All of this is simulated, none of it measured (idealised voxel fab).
Process module under the name voxel gate over fins
Section cut is 280 nm wide and gridded with 5 nm square cells.
Cross-sections here: square-cell grids, written as top-down lists of bands, a band being one or more rows of cells.
Band entry format. Leading values: height of top, height of bottom, nm. Remainder: materials in left-to-right order, each with its width in nm. Special words: "throughout" on a single material, which then fills the band edge to edge; "air", empty space.
Heights from 0 (as-received wafer is one material below). Bottom band endless downward, as "top 0, no bottom".
The expression "30..40" gives the width at the extremes of the band, the first number at its top row of cells and the second at its bottom row, with the width changing by equal amounts from each row to the next in between.
No cell of the cross-section changed in a step that is given as "identical to before".
"Closed internal cavities" lists enclosed empty spaces (at least 8 cells, no open path upward to the top), each as width x height at distance from the left edge, in nm.
It should be noted that, on the line of a given step, the content following the step's settings is a remark produced by the simulator itself with respect to that step.
A step's line can hold "overlay nm"; with a mask on that step, the setting says how far right of the planned place the mask lay, while a negative setting says it lay to the left.
Every pair from here on: before one process step, after it. The after cross-section reaches only to the lowest band that changed. Below the pair: the step in between and its settings. Pairs can belong to different runs of this module on the same starting wafer; a pair carries on from the pair above only if the entry headed "Before this step" says so.

### Before this step
* top 0, no bottom = Si throughout
* Closed internal cavities: none

### As Processed
* top 5, bottom 0 = SiN throughout
* Whatever lies below 0 is exactly as it was before.
* Closed internal cavities: none
Looking at the two cross-sections above, the step in the middle is op CONFORMAL_DEP | material SiN | thk nm 5

Before this step: The initial state for this step is given by the after cross-section of the immediately preceding pair.

### As Processed
* top 20, bottom 5 = air (75) / resist (15) / air (40) / resist (15) / air (40) / resist (15) / air (80)
* Whatever lies below 5 is exactly as it was before.
* Closed internal cavities: none
Looking at the two cross-sections above, the step in the middle is op PATTERN | tone cover | mask id FINS | material resist | width nm 15 | pitch nm 55 | thk nm 15 | overlay nm 0

Before this step: The initial state for this step is given by the after cross-section of the immediately preceding pair.

### As Processed
* top 20, bottom 5 = air (75) / resist (15) / air (40) / resist (15) / air (40) / resist (15) / air (80)
* top 5, bottom 0 = air (75) / SiN (15) / air (40) / SiN (15) / air (40) / SiN (15) / air (80)
* Whatever lies below 0 is exactly as it was before.
* Closed internal cavities: none
Looking at the two cross-sections above, the step in the middle is op DIRECTIONAL_ETCH | etch materials SiN | depth nm 5

Before this step: The initial state for this step is given by the after cross-section of the immediately preceding pair.

### As Processed
* top 20, bottom 5 = air (75) / resist (15) / air (40) / resist (15) / air (40) / resist (15) / air (80)
* top 5, bottom 0 = air (75) / SiN (15) / air (40) / SiN (15) / air (40) / SiN (15) / air (80)
* top 0, bottom -35 = air (75) / Si (15) / air (40) / Si (15) / air (40) / Si (15) / air (80)
* Whatever lies below -35 is exactly as it was before.
* Closed internal cavities: none
Looking at the two cross-sections above, the step in the middle is op DIRECTIONAL_ETCH | etch materials Si | depth nm 35

Before this step: The initial state for this step is given by the after cross-section of the immediately preceding pair.

### As Processed
* top 5, bottom 0 = air (75) / SiN (15) / air (40) / SiN (15) / air (40) / SiN (15) / air (80)
* Whatever lies below 0 is exactly as it was before.
* Closed internal cavities: none
Looking at the two cross-sections above, the step in the middle is op STRIP | etch materials resist

Before this step: The initial state for this step is given by the after cross-section of the immediately preceding pair.

### As Processed
* top 5, bottom 0 = air (75) / SiN (15) / air (40) / SiN (15) / air (40) / SiN (15) / air (80)
* top 0, bottom -35 = air (75) / SiO2 (5) / Si (5) / SiO2 (5) / air (40) / SiO2 (5) / Si (5) / SiO2 (5) / air (40) / SiO2 (5) / Si (5) / SiO2 (5) / air (80)
* top -35, bottom -40 = SiO2 (80) / Si (5) / SiO2 (50) / Si (5) / SiO2 (50) / Si (5) / SiO2 (85)
* Whatever lies below -40 is exactly as it was before.
* Closed internal cavities: none
Looking at the two cross-sections above, the step in the middle is op OXIDIZE | depth nm 5

Before this step: The initial state for this step is given by the after cross-section of the immediately preceding pair.

### As Processed
* top 20, bottom 5 = SiO2 throughout
* top 5, bottom 0 = SiO2 (75) / SiN (15) / SiO2 (40) / SiN (15) / SiO2 (40) / SiN (15) / SiO2 (80)
* top 0, bottom -40 = SiO2 (80) / Si (5) / SiO2 (50) / Si (5) / SiO2 (50) / Si (5) / SiO2 (85)
* Whatever lies below -40 is exactly as it was before.
* Closed internal cavities: none
Looking at the two cross-sections above, the step in the middle is op FILL_DEP | material SiO2 | thk nm 15

Before this step: The initial state for this step is given by the after cross-section of the immediately preceding pair.

### As Processed
* top 5, bottom 0 = SiO2 (75) / SiN (15) / SiO2 (40) / SiN (15) / SiO2 (40) / SiN (15) / SiO2 (80)
* Whatever lies below 0 is exactly as it was before.
* Closed internal cavities: none
Looking at the two cross-sections above, the step in the middle is op CMP | height nm 5

Before this step: The initial state for this step is given by the after cross-section of the immediately preceding pair.

### As Processed
* top 15, bottom 5 = aC throughout
* Whatever lies below 5 is exactly as it was before.
* Closed internal cavities: none
Looking at the two cross-sections above, the step in the middle is op DIRECTIONAL_DEP | material aC | thk nm 10

Before this step: The initial state for this step is given by the after cross-section of the immediately preceding pair.

### As Processed
* top 40, bottom 15 = resist (100) / air (15) / resist (165)
* Whatever lies below 15 is exactly as it was before.
* Closed internal cavities: none
Looking at the two cross-sections above, the step in the middle is op PATTERN | tone open | mask id RAIL | material resist | width nm 15 | thk nm 25 | overlay nm 0

Before this step: The initial state for this step is given by the after cross-section of the immediately preceding pair.

### As Processed
* top 30, bottom 15 = resist (100) / air (15) / resist (165)
* top 15, bottom 5 = aC (100) / air (15) / aC (165)
* Whatever lies below 5 is exactly as it was before.
* Closed internal cavities: none
Looking at the two cross-sections above, the step in the middle is op DIRECTIONAL_ETCH | etch materials aC | depth nm 10

Before this step: The initial state for this step is given by the after cross-section of the immediately preceding pair.

### As Processed
* top 15, bottom 5 = aC (100) / air (15) / aC (165)
* Whatever lies below 5 is exactly as it was before.
* Closed internal cavities: none
Looking at the two cross-sections above, the step in the middle is op STRIP | etch materials resist

Before this step: The initial state for this step is given by the after cross-section of the immediately preceding pair.

### As Processed
* top 15, bottom 5 = aC (100) / air (15) / aC (165)
* top 5, bottom 0 = SiO2 (75) / SiN (15) / SiO2 (10) / air (15) / SiO2 (15) / SiN (15) / SiO2 (40) / SiN (15) / SiO2 (80)
* top 0, bottom -30 = SiO2 (80) / Si (5) / SiO2 (15) / air (15) / SiO2 (20) / Si (5) / SiO2 (50) / Si (5) / SiO2 (85)
* Whatever lies below -30 is exactly as it was before.
* Closed internal cavities: none
Looking at the two cross-sections above, the step in the middle is op DIRECTIONAL_ETCH | etch materials SiO2 | depth nm 35

Before this step: The initial state for this step is given by the after cross-section of the immediately preceding pair.

### As Processed
* top 5, bottom 0 = SiO2 (75) / SiN (15) / SiO2 (10) / air (15) / SiO2 (15) / SiN (15) / SiO2 (40) / SiN (15) / SiO2 (80)
* Whatever lies below 0 is exactly as it was before.
* Closed internal cavities: none
Looking at the two cross-sections above, the step in the middle is op STRIP | etch materials aC

Before this step: The initial state for this step is given by the after cross-section of the immediately preceding pair.

### As Processed
* top 10, bottom 5 = TiN (105) / air (5) / TiN (170)
* top 5, bottom 0 = SiO2 (75) / SiN (15) / SiO2 (10) / TiN (5) / air (5) / TiN (5) / SiO2 (15) / SiN (15) / SiO2 (40) / SiN (15) / SiO2 (80)
* top 0, bottom -25 = SiO2 (80) / Si (5) / SiO2 (15) / TiN (5) / air (5) / TiN (5) / SiO2 (20) / Si (5) / SiO2 (50) / Si (5) / SiO2 (85)
* top -25, bottom -30 = SiO2 (80) / Si (5) / SiO2 (15) / TiN (15) / SiO2 (20) / Si (5) / SiO2 (50) / Si (5) / SiO2 (85)
* Whatever lies below -30 is exactly as it was before.
* Closed internal cavities: none
Looking at the two cross-sections above, the step in the middle is op CONFORMAL_DEP | material TiN | thk nm 5

Before this step: The initial state for this step is given by the after cross-section of the immediately preceding pair.

### As Processed
* top 15, bottom 10 = W throughout
* top 10, bottom 5 = TiN (105) / W (5) / TiN (170)
* top 5, bottom 0 = SiO2 (75) / SiN (15) / SiO2 (10) / TiN (5) / W (5) / TiN (5) / SiO2 (15) / SiN (15) / SiO2 (40) / SiN (15) / SiO2 (80)
* top 0, bottom -25 = SiO2 (80) / Si (5) / SiO2 (15) / TiN (5) / W (5) / TiN (5) / SiO2 (20) / Si (5) / SiO2 (50) / Si (5) / SiO2 (85)
* Whatever lies below -25 is exactly as it was before.
* Closed internal cavities: none
Looking at the two cross-sections above, the step in the middle is op FILL_DEP | material W | thk nm 5

Before this step: The initial state for this step is given by the after cross-section of the immediately preceding pair.

### As Processed
* top 5, bottom 0 = SiO2 (75) / SiN (15) / SiO2 (10) / TiN (5) / W (5) / TiN (5) / SiO2 (15) / SiN (15) / SiO2 (40) / SiN (15) / SiO2 (80)
* Whatever lies below 0 is exactly as it was before.
* Closed internal cavities: none
Looking at the two cross-sections above, the step in the middle is op CMP | height nm 5

Before this step: The initial state for this step is given by the after cross-section of the immediately preceding pair.

### As Processed
* top 5, bottom 0 = SiO2 (75) / SiN (15) / SiO2 (10) / air (15) / SiO2 (15) / SiN (15) / SiO2 (40) / SiN (15) / SiO2 (80)
* top 0, bottom -20 = SiO2 (80) / Si (5) / SiO2 (15) / air (15) / SiO2 (20) / Si (5) / SiO2 (50) / Si (5) / SiO2 (85)
* Whatever lies below -20 is exactly as it was before.
* Closed internal cavities: none
Looking at the two cross-sections above, the step in the middle is op SELECTIVE_ETCH | etch materials W Ru TiN | depth nm 25

Before this step: The initial state for this step is given by the after cross-section of the immediately preceding pair.

### As Processed
* top 10, bottom 5 = SiO2 throughout
* top 5, bottom 0 = SiO2 (75) / SiN (15) / SiO2 (40) / SiN (15) / SiO2 (40) / SiN (15) / SiO2 (80)
* top 0, bottom -20 = SiO2 (80) / Si (5) / SiO2 (50) / Si (5) / SiO2 (50) / Si (5) / SiO2 (85)
* Whatever lies below -20 is exactly as it was before.
* Closed internal cavities: none
Looking at the two cross-sections above, the step in the middle is op FILL_DEP | material SiO2 | thk nm 5

Before this step: The initial state for this step is given by the after cross-section of the immediately preceding pair.

### As Processed
* top 5, bottom 0 = SiO2 (75) / SiN (15) / SiO2 (40) / SiN (15) / SiO2 (40) / SiN (15) / SiO2 (80)
* Whatever lies below 0 is exactly as it was before.
* Closed internal cavities: none
Looking at the two cross-sections above, the step in the middle is op CMP | height nm 5

Before this step: The initial state for this step is given by the after cross-section of the immediately preceding pair.

### As Processed
* top 5, bottom 0 = air (75) / SiN (15) / air (40) / SiN (15) / air (40) / SiN (15) / air (80)
* top 0, bottom -10 = air (80) / Si (5) / air (50) / Si (5) / air (50) / Si (5) / air (85)
* Whatever lies below -10 is exactly as it was before.
* Closed internal cavities: none
Looking at the two cross-sections above, the step in the middle is op SELECTIVE_ETCH | etch materials SiO2 | depth nm 15

Before this step: The initial state for this step is given by the after cross-section of the immediately preceding pair.

### As Processed
* top 0, bottom -10 = air (80) / Si (5) / air (50) / Si (5) / air (50) / Si (5) / air (85)
* Whatever lies below -10 is exactly as it was before.
* Closed internal cavities: none
Looking at the two cross-sections above, the step in the middle is op STRIP | etch materials SiN

Before this step: The initial state for this step is given by the after cross-section of the immediately preceding pair.

### As Processed
* top 5, bottom 0 = air (75) / HfO2 (15) / air (40) / HfO2 (15) / air (40) / HfO2 (15) / air (80)
* top 0, bottom -5 = air (75) / HfO2 (5) / Si (5) / HfO2 (5) / air (40) / HfO2 (5) / Si (5) / HfO2 (5) / air (40) / HfO2 (5) / Si (5) / HfO2 (5) / air (80)
* top -5, bottom -10 = HfO2 (80) / Si (5) / HfO2 (50) / Si (5) / HfO2 (50) / Si (5) / HfO2 (85)
* Whatever lies below -10 is exactly as it was before.
* Closed internal cavities: none
Looking at the two cross-sections above, the step in the middle is op CONFORMAL_DEP | material HfO2 | thk nm 5

Before this step: The initial state for this step is given by the after cross-section of the immediately preceding pair.

### As Processed
* top 10, bottom 5 = air (70) / TiN (25) / air (30) / TiN (25) / air (30) / TiN (25) / air (75)
* top 5, bottom 0 = air (70) / TiN (5) / HfO2 (15) / TiN (5) / air (30) / TiN (5) / HfO2 (15) / TiN (5) / air (30) / TiN (5) / HfO2 (15) / TiN (5) / air (75)
* top 0, bottom -5 = TiN (75) / HfO2 (5) / Si (5) / HfO2 (5) / TiN (40) / HfO2 (5) / Si (5) / HfO2 (5) / TiN (40) / HfO2 (5) / Si (5) / HfO2 (5) / TiN (80)
* Whatever lies below -5 is exactly as it was before.
* Closed internal cavities: none
Looking at the two cross-sections above, the step in the middle is op CONFORMAL_DEP | material TiN | thk nm 5

Before this step: The initial state for this step is given by the after cross-section of the immediately preceding pair.

### As Processed
* top 15, bottom 10 = air (65) / TiAl (35) / air (20) / TiAl (35) / air (20) / TiAl (35) / air (70)
* top 10, bottom 5 = air (65) / TiAl (5) / TiN (25) / TiAl (5) / air (20) / TiAl (5) / TiN (25) / TiAl (5) / air (20) / TiAl (5) / TiN (25) / TiAl (5) / air (70)
* top 5, bottom 0 = TiAl (70) / TiN (5) / HfO2 (15) / TiN (5) / TiAl (30) / TiN (5) / HfO2 (15) / TiN (5) / TiAl (30) / TiN (5) / HfO2 (15) / TiN (5) / TiAl (75)
* Whatever lies below 0 is exactly as it was before.
* Closed internal cavities: none
Looking at the two cross-sections above, the step in the middle is op CONFORMAL_DEP | material TiAl | thk nm 5

Before this step: The initial state for this step is given by the after cross-section of the immediately preceding pair.

### As Processed
* top 20, bottom 15 = air (60) / TiN (45) / air (10) / TiN (45) / air (10) / TiN (45) / air (65)
* top 15, bottom 10 = air (60) / TiN (5) / TiAl (35) / TiN (5) / air (10) / TiN (5) / TiAl (35) / TiN (5) / air (10) / TiN (5) / TiAl (35) / TiN (5) / air (65)
* top 10, bottom 5 = TiN (65) / TiAl (5) / TiN (25) / TiAl (5) / TiN (20) / TiAl (5) / TiN (25) / TiAl (5) / TiN (20) / TiAl (5) / TiN (25) / TiAl (5) / TiN (70)
* Whatever lies below 5 is exactly as it was before.
* Closed internal cavities: none
Looking at the two cross-sections above, the step in the middle is op CONFORMAL_DEP | material TiN | thk nm 5

Before this step: The initial state for this step is given by the after cross-section of the immediately preceding pair.

### As Processed
* top 35, bottom 20 = W throughout
* top 20, bottom 15 = W (60) / TiN (45) / W (10) / TiN (45) / W (10) / TiN (45) / W (65)
* top 15, bottom 10 = W (60) / TiN (5) / TiAl (35) / TiN (5) / W (10) / TiN (5) / TiAl (35) / TiN (5) / W (10) / TiN (5) / TiAl (35) / TiN (5) / W (65)
* Whatever lies below 10 is exactly as it was before.
* Closed internal cavities: none
Looking at the two cross-sections above, the step in the middle is op FILL_DEP | material W | thk nm 15

Before this step: The initial state for this step is given by the after cross-section of the immediately preceding pair.

### As Processed
* top 30, bottom 20 = W throughout
* Whatever lies below 20 is exactly as it was before.
* Closed internal cavities: none
Looking at the two cross-sections above, the step in the middle is op CMP | height nm 30

Before this step: The initial state for this step is given by the after cross-section of the immediately preceding pair.

### As Processed
* top 35, bottom 30 = SiN throughout
* Whatever lies below 30 is exactly as it was before.
* Closed internal cavities: none
Looking at the two cross-sections above, the step in the middle is op CONFORMAL_DEP | material SiN | thk nm 5

### Before this step
* top 5, bottom 0 = air (75) / HfO2 (15) / air (40) / HfO2 (15) / air (40) / HfO2 (15) / air (80)
* top 0, bottom -5 = air (75) / HfO2 (5) / Si (5) / HfO2 (5) / air (40) / HfO2 (5) / Si (5) / HfO2 (5) / air (40) / HfO2 (5) / Si (5) / HfO2 (5) / air (80)
* top -5, bottom -10 = HfO2 (80) / Si (5) / HfO2 (50) / Si (5) / HfO2 (50) / Si (5) / HfO2 (85)
* top -10, bottom -20 = SiO2 (80) / Si (5) / SiO2 (50) / Si (5) / SiO2 (50) / Si (5) / SiO2 (85)
* top -20, bottom -25 = SiO2 (80) / Si (5) / SiO2 (15) / TiN (5) / W (5) / TiN (5) / SiO2 (20) / Si (5) / SiO2 (50) / Si (5) / SiO2 (85)
* top -25, bottom -30 = SiO2 (80) / Si (5) / SiO2 (15) / TiN (15) / SiO2 (20) / Si (5) / SiO2 (50) / Si (5) / SiO2 (85)
* top -30, bottom -40 = SiO2 (80) / Si (5) / SiO2 (50) / Si (5) / SiO2 (50) / Si (5) / SiO2 (85)
* top -40, no bottom = Si throughout
* Closed internal cavities: none

### As Processed
* top 10, bottom 5 = air (70) / TiAl (25) / air (30) / TiAl (25) / air (30) / TiAl (25) / air (75)
* top 5, bottom 0 = air (70) / TiAl (5) / HfO2 (15) / TiAl (5) / air (30) / TiAl (5) / HfO2 (15) / TiAl (5) / air (30) / TiAl (5) / HfO2 (15) / TiAl (5) / air (75)
* top 0, bottom -5 = TiAl (75) / HfO2 (5) / Si (5) / HfO2 (5) / TiAl (40) / HfO2 (5) / Si (5) / HfO2 (5) / TiAl (40) / HfO2 (5) / Si (5) / HfO2 (5) / TiAl (80)
* Whatever lies below -5 is exactly as it was before.
* Closed internal cavities: none
Looking at the two cross-sections above, the step in the middle is op CONFORMAL_DEP | material TiAl | thk nm 5

Before this step: The initial state for this step is given by the after cross-section of the immediately preceding pair.

### As Processed
* top 15, bottom 10 = air (65) / TiN (35) / air (20) / TiN (35) / air (20) / TiN (35) / air (70)
* top 10, bottom 5 = air (65) / TiN (5) / TiAl (25) / TiN (5) / air (20) / TiN (5) / TiAl (25) / TiN (5) / air (20) / TiN (5) / TiAl (25) / TiN (5) / air (70)
* top 5, bottom 0 = TiN (70) / TiAl (5) / HfO2 (15) / TiAl (5) / TiN (30) / TiAl (5) / HfO2 (15) / TiAl (5) / TiN (30) / TiAl (5) / HfO2 (15) / TiAl (5) / TiN (75)
* Whatever lies below 0 is exactly as it was before.
* Closed internal cavities: none
Looking at the two cross-sections above, the step in the middle is op CONFORMAL_DEP | material TiN | thk nm 5

Before this step: The initial state for this step is given by the after cross-section of the immediately preceding pair.

### As Processed
* top 30, bottom 15 = W throughout
* top 15, bottom 10 = W (65) / TiN (35) / W (20) / TiN (35) / W (20) / TiN (35) / W (70)
* top 10, bottom 5 = W (65) / TiN (5) / TiAl (25) / TiN (5) / W (20) / TiN (5) / TiAl (25) / TiN (5) / W (20) / TiN (5) / TiAl (25) / TiN (5) / W (70)
* Whatever lies below 5 is exactly as it was before.
* Closed internal cavities: none
Looking at the two cross-sections above, the step in the middle is op FILL_DEP | material W | thk nm 15

Before this step: The initial state for this step is given by the after cross-section of the immediately preceding pair.

### As Processed
* top 35, bottom 30 = SiN throughout
* Whatever lies below 30 is exactly as it was before.
* Closed internal cavities: none
Looking at the two cross-sections above, the step in the middle is op CONFORMAL_DEP | material SiN | thk nm 5

### Before this step
* top 5, bottom 0 = air (75) / SiN (15) / air (40) / SiN (15) / air (40) / SiN (15) / air (80)
* top 0, bottom -10 = air (80) / Si (5) / air (50) / Si (5) / air (50) / Si (5) / air (85)
* top -10, bottom -20 = SiO2 (80) / Si (5) / SiO2 (50) / Si (5) / SiO2 (50) / Si (5) / SiO2 (85)
* top -20, bottom -25 = SiO2 (80) / Si (5) / SiO2 (15) / TiN (5) / W (5) / TiN (5) / SiO2 (20) / Si (5) / SiO2 (50) / Si (5) / SiO2 (85)
* top -25, bottom -30 = SiO2 (80) / Si (5) / SiO2 (15) / TiN (15) / SiO2 (20) / Si (5) / SiO2 (50) / Si (5) / SiO2 (85)
* top -30, bottom -40 = SiO2 (80) / Si (5) / SiO2 (50) / Si (5) / SiO2 (50) / Si (5) / SiO2 (85)
* top -40, no bottom = Si throughout
* Closed internal cavities: none

### As Processed
* top 5, bottom 0 = air (75) / SiN (15) / air (40) / SiN (15) / air (40) / SiN (15) / air (80)
* top 0, bottom -20 = air (80) / Si (5) / air (50) / Si (5) / air (50) / Si (5) / air (85)
* top -20, bottom -25 = air (80) / Si (5) / air (15) / TiN (5) / W (5) / TiN (5) / air (20) / Si (5) / air (50) / Si (5) / air (85)
* Whatever lies below -25 is exactly as it was before.
* Closed internal cavities: none
Looking at the two cross-sections above, the step in the middle is op SELECTIVE_ETCH | etch materials SiO2 | depth nm 15

Before this step: The initial state for this step is given by the after cross-section of the immediately preceding pair.

### As Processed
* top 0, bottom -20 = air (80) / Si (5) / air (50) / Si (5) / air (50) / Si (5) / air (85)
* Whatever lies below -20 is exactly as it was before.
* Closed internal cavities: none
Looking at the two cross-sections above, the step in the middle is op STRIP | etch materials SiN

Before this step: The initial state for this step is given by the after cross-section of the immediately preceding pair.

### As Processed
* top 5, bottom 0 = air (75) / HfO2 (15) / air (40) / HfO2 (15) / air (40) / HfO2 (15) / air (80)
* top 0, bottom -15 = air (75) / HfO2 (5) / Si (5) / HfO2 (5) / air (40) / HfO2 (5) / Si (5) / HfO2 (5) / air (40) / HfO2 (5) / Si (5) / HfO2 (5) / air (80)
* top -15, bottom -20 = air (75) / HfO2 (5) / Si (5) / HfO2 (5) / air (5) / HfO2 (25) / air (10) / HfO2 (5) / Si (5) / HfO2 (5) / air (40) / HfO2 (5) / Si (5) / HfO2 (5) / air (80)
* top -20, bottom -25 = HfO2 (80) / Si (5) / HfO2 (15) / TiN (5) / W (5) / TiN (5) / HfO2 (20) / Si (5) / HfO2 (50) / Si (5) / HfO2 (85)
* Whatever lies below -25 is exactly as it was before.
* Closed internal cavities: none
Looking at the two cross-sections above, the step in the middle is op CONFORMAL_DEP | material HfO2 | thk nm 5

Before this step: The initial state for this step is given by the after cross-section of the immediately preceding pair.

### As Processed
* top 10, bottom 5 = air (70) / TiN (25) / air (30) / TiN (25) / air (30) / TiN (25) / air (75)
* top 5, bottom 0 = air (70) / TiN (5) / HfO2 (15) / TiN (5) / air (30) / TiN (5) / HfO2 (15) / TiN (5) / air (30) / TiN (5) / HfO2 (15) / TiN (5) / air (75)
* top 0, bottom -10 = air (70) / TiN (5) / HfO2 (5) / Si (5) / HfO2 (5) / TiN (5) / air (30) / TiN (5) / HfO2 (5) / Si (5) / HfO2 (5) / TiN (5) / air (30) / TiN (5) / HfO2 (5) / Si (5) / HfO2 (5) / TiN (5) / air (75)
* top -10, bottom -15 = air (70) / TiN (5) / HfO2 (5) / Si (5) / HfO2 (5) / TiN (40) / HfO2 (5) / Si (5) / HfO2 (5) / TiN (5) / air (30) / TiN (5) / HfO2 (5) / Si (5) / HfO2 (5) / TiN (5) / air (75)
* top -15, bottom -20 = TiN (75) / HfO2 (5) / Si (5) / HfO2 (5) / TiN (5) / HfO2 (25) / TiN (10) / HfO2 (5) / Si (5) / HfO2 (5) / TiN (40) / HfO2 (5) / Si (5) / HfO2 (5) / TiN (80)
* Whatever lies below -20 is exactly as it was before.
* Closed internal cavities: none
Looking at the two cross-sections above, the step in the middle is op CONFORMAL_DEP | material TiN | thk nm 5

Before this step: The initial state for this step is given by the after cross-section of the immediately preceding pair.

### As Processed
* top 15, bottom 10 = air (65) / TiAl (35) / air (20) / TiAl (35) / air (20) / TiAl (35) / air (70)
* top 10, bottom 5 = air (65) / TiAl (5) / TiN (25) / TiAl (5) / air (20) / TiAl (5) / TiN (25) / TiAl (5) / air (20) / TiAl (5) / TiN (25) / TiAl (5) / air (70)
* top 5, bottom 0 = air (65) / TiAl (5) / TiN (5) / HfO2 (15) / TiN (5) / TiAl (5) / air (20) / TiAl (5) / TiN (5) / HfO2 (15) / TiN (5) / TiAl (5) / air (20) / TiAl (5) / TiN (5) / HfO2 (15) / TiN (5) / TiAl (5) / air (70)
* top 0, bottom -5 = air (65) / TiAl (5) / TiN (5) / HfO2 (5) / Si (5) / HfO2 (5) / TiN (5) / TiAl (5) / air (20) / TiAl (5) / TiN (5) / HfO2 (5) / Si (5) / HfO2 (5) / TiN (5) / TiAl (5) / air (20) / TiAl (5) / TiN (5) / HfO2 (5) / Si (5) / HfO2 (5) / TiN (5) / TiAl (5) / air (70)
* top -5, bottom -10 = air (65) / TiAl (5) / TiN (5) / HfO2 (5) / Si (5) / HfO2 (5) / TiN (5) / TiAl (30) / TiN (5) / HfO2 (5) / Si (5) / HfO2 (5) / TiN (5) / TiAl (5) / air (20) / TiAl (5) / TiN (5) / HfO2 (5) / Si (5) / HfO2 (5) / TiN (5) / TiAl (5) / air (70)
* top -10, bottom -15 = TiAl (70) / TiN (5) / HfO2 (5) / Si (5) / HfO2 (5) / TiN (40) / HfO2 (5) / Si (5) / HfO2 (5) / TiN (5) / TiAl (30) / TiN (5) / HfO2 (5) / Si (5) / HfO2 (5) / TiN (5) / TiAl (75)
* Whatever lies below -15 is exactly as it was before.
* Closed internal cavities: none
Looking at the two cross-sections above, the step in the middle is op CONFORMAL_DEP | material TiAl | thk nm 5

Before this step: The initial state for this step is given by the after cross-section of the immediately preceding pair.

### As Processed
* top 20, bottom 15 = air (60) / TiN (45) / air (10) / TiN (45) / air (10) / TiN (45) / air (65)
* top 15, bottom 10 = air (60) / TiN (5) / TiAl (35) / TiN (5) / air (10) / TiN (5) / TiAl (35) / TiN (5) / air (10) / TiN (5) / TiAl (35) / TiN (5) / air (65)
* top 10, bottom 5 = air (60) / TiN (5) / TiAl (5) / TiN (25) / TiAl (5) / TiN (5) / air (10) / TiN (5) / TiAl (5) / TiN (25) / TiAl (5) / TiN (5) / air (10) / TiN (5) / TiAl (5) / TiN (25) / TiAl (5) / TiN (5) / air (65)
* top 5, bottom 0 = air (60) / TiN (5) / TiAl (5) / TiN (5) / HfO2 (15) / TiN (5) / TiAl (5) / TiN (5) / air (10) / TiN (5) / TiAl (5) / TiN (5) / HfO2 (15) / TiN (5) / TiAl (5) / TiN (5) / air (10) / TiN (5) / TiAl (5) / TiN (5) / HfO2 (15) / TiN (5) / TiAl (5) / TiN (5) / air (65)
* top 0, bottom -5 = air (60) / TiN (5) / TiAl (5) / TiN (5) / HfO2 (5) / Si (5) / HfO2 (5) / TiN (5) / TiAl (5) / TiN (20) / TiAl (5) / TiN (5) / HfO2 (5) / Si (5) / HfO2 (5) / TiN (5) / TiAl (5) / TiN (5) / air (10) / TiN (5) / TiAl (5) / TiN (5) / HfO2 (5) / Si (5) / HfO2 (5) / TiN (5) / TiAl (5) / TiN (5) / air (65)
* top -5, bottom -10 = TiN (65) / TiAl (5) / TiN (5) / HfO2 (5) / Si (5) / HfO2 (5) / TiN (5) / TiAl (30) / TiN (5) / HfO2 (5) / Si (5) / HfO2 (5) / TiN (5) / TiAl (5) / TiN (20) / TiAl (5) / TiN (5) / HfO2 (5) / Si (5) / HfO2 (5) / TiN (5) / TiAl (5) / TiN (70)
* Whatever lies below -10 is exactly as it was before.
* Closed internal cavities: none
Looking at the two cross-sections above, the step in the middle is op CONFORMAL_DEP | material TiN | thk nm 5

Before this step: The initial state for this step is given by the after cross-section of the immediately preceding pair.

### As Processed
* top 35, bottom 20 = W throughout
* top 20, bottom 15 = W (60) / TiN (45) / W (10) / TiN (45) / W (10) / TiN (45) / W (65)
* top 15, bottom 10 = W (60) / TiN (5) / TiAl (35) / TiN (5) / W (10) / TiN (5) / TiAl (35) / TiN (5) / W (10) / TiN (5) / TiAl (35) / TiN (5) / W (65)
* top 10, bottom 5 = W (60) / TiN (5) / TiAl (5) / TiN (25) / TiAl (5) / TiN (5) / W (10) / TiN (5) / TiAl (5) / TiN (25) / TiAl (5) / TiN (5) / W (10) / TiN (5) / TiAl (5) / TiN (25) / TiAl (5) / TiN (5) / W (65)
* top 5, bottom 0 = W (60) / TiN (5) / TiAl (5) / TiN (5) / HfO2 (15) / TiN (5) / TiAl (5) / TiN (5) / W (10) / TiN (5) / TiAl (5) / TiN (5) / HfO2 (15) / TiN (5) / TiAl (5) / TiN (5) / W (10) / TiN (5) / TiAl (5) / TiN (5) / HfO2 (15) / TiN (5) / TiAl (5) / TiN (5) / W (65)
* top 0, bottom -5 = W (60) / TiN (5) / TiAl (5) / TiN (5) / HfO2 (5) / Si (5) / HfO2 (5) / TiN (5) / TiAl (5) / TiN (20) / TiAl (5) / TiN (5) / HfO2 (5) / Si (5) / HfO2 (5) / TiN (5) / TiAl (5) / TiN (5) / W (10) / TiN (5) / TiAl (5) / TiN (5) / HfO2 (5) / Si (5) / HfO2 (5) / TiN (5) / TiAl (5) / TiN (5) / W (65)
* Whatever lies below -5 is exactly as it was before.
* Closed internal cavities: none
Looking at the two cross-sections above, the step in the middle is op FILL_DEP | material W | thk nm 15

Before this step: The initial state for this step is given by the after cross-section of the immediately preceding pair.

### As Processed
* top 30, bottom 20 = W throughout
* Whatever lies below 20 is exactly as it was before.
* Closed internal cavities: none
Looking at the two cross-sections above, the step in the middle is op CMP | height nm 30

Before this step: The initial state for this step is given by the after cross-section of the immediately preceding pair.

### As Processed
* top 35, bottom 30 = SiN throughout
* Whatever lies below 30 is exactly as it was before.
* Closed internal cavities: none
Looking at the two cross-sections above, the step in the middle is op CONFORMAL_DEP | material SiN | thk nm 5

### Before this step
* top 5, bottom 0 = SiO2 (75) / SiN (15) / SiO2 (40) / SiN (15) / SiO2 (40) / SiN (15) / SiO2 (80)
* top 0, bottom -20 = SiO2 (80) / Si (5) / SiO2 (50) / Si (5) / SiO2 (50) / Si (5) / SiO2 (85)
* top -20, bottom -25 = SiO2 (80) / Si (5) / SiO2 (15) / TiN (5) / W (5) / TiN (5) / SiO2 (20) / Si (5) / SiO2 (50) / Si (5) / SiO2 (85)
* top -25, bottom -30 = SiO2 (80) / Si (5) / SiO2 (15) / TiN (15) / SiO2 (20) / Si (5) / SiO2 (50) / Si (5) / SiO2 (85)
* top -30, bottom -40 = SiO2 (80) / Si (5) / SiO2 (50) / Si (5) / SiO2 (50) / Si (5) / SiO2 (85)
* top -40, no bottom = Si throughout
* Closed internal cavities: none

### As Processed
* top 5, bottom 0 = SiO2 (75) / air (15) / SiO2 (40) / air (15) / SiO2 (40) / air (15) / SiO2 (80)
* Whatever lies below 0 is exactly as it was before.
* Closed internal cavities: none
Looking at the two cross-sections above, the step in the middle is op STRIP | etch materials SiN

Before this step: The initial state for this step is given by the after cross-section of the immediately preceding pair.

### As Processed
* top 0, bottom -10 = air (80) / Si (5) / air (50) / Si (5) / air (50) / Si (5) / air (85)
* top -10, bottom -15 = SiO2 (60) / air (20) / Si (5) / air (20) / SiO2 (10) / air (20) / Si (5) / air (20) / SiO2 (10) / air (20) / Si (5) / air (20) / SiO2 (65)
* Whatever lies below -15 is exactly as it was before.
* Closed internal cavities: none
Looking at the two cross-sections above, the step in the middle is op SELECTIVE_ETCH | etch materials SiO2 | depth nm 15
